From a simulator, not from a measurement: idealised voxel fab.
Process module name: voxel plated lines
Cross-section cut: width 255 nm, square cells of 5 nm.
Notation: cross-section as square-cell grid; stated in bands, top first, going down; one or more cell rows per band. Heights first: top, then bottom, in nm. Then materials, left to right, each with a width in nm. "edge to edge" on a single material: fills the band edge to edge. "empty": empty space. It should be noted that heights are counted from 0, beneath which the wafer as supplied is of one material throughout, and that the lowest band possesses no lower boundary but continues downward, as written in "0 nm and below". A two-number width, for instance "30->40", indicates that the width is equal to the first number in the top row of the band and to the second number in the bottom row, and that it changes by a constant amount per row of cells. Any step labelled "no change occurred" changed none of the cells in the cross-section. "Closed void listing" contains a list of empty spaces, each no smaller than 8 cells and without an open way to the top, written in the form width x height at distance with the distance from the left edge and all three in nm. Step line, after settings: the simulator's comment on this step. The setting "overlay nm" may be written on the line of a step. When the step uses a mask, the value reports how far to the right of the planned place the mask lay, and a negative value reports that it lay to the left.

### plan
1 RECEIVE with material Si
2 CONFORMAL_DEP with material Al2O3, thk nm 15
3 DIRECTIONAL_DEP with material TiN, thk nm 5
4 PATTERN with tone open, mask id LINES, material resist, width nm 15, pitch nm 40, thk nm 30, overlay nm 0
5 EPI with material Ru, thk nm 10
6 EPI with material Ru, thk nm 5
7 STRIP with etch materials resist
8 DIRECTIONAL_ETCH with etch materials TiN, depth nm 5
9 CONFORMAL_DEP with material SiO2, thk nm 5

### As-received wafer cross-section (after step 1)
* 0 nm and below = Si edge to edge
* Closed void listing: none

### Below is the wafer in cross-section after the module was completed. It began from the starting point shown above and followed the plan shown above, except that one mistake was made while running it
* 40 nm to 35 nm = 85 nm empty, then 25 nm SiO2, then 15 nm empty, then 25 nm SiO2, then 105 nm empty
* 35 nm to 20 nm = 85 nm empty, then 5 nm SiO2, then 15 nm Ru, then 5 nm SiO2, then 15 nm empty, then 5 nm SiO2, then 15 nm Ru, then 5 nm SiO2, then 105 nm empty
* 20 nm to 15 nm = 90 nm SiO2, then 15 nm TiN, then 25 nm SiO2, then 15 nm TiN, then 110 nm SiO2
* 15 nm to 0 nm = Al2O3 edge to edge
* 0 nm and below = Si edge to edge
* Closed void listing: none
What was the processing mistake? step 4 was processed under conditions differing from the plan, specifically as PATTERN with tone open, mask id LINES, material resist, width nm 15, pitch nm 40, thk nm 30, overlay nm -10
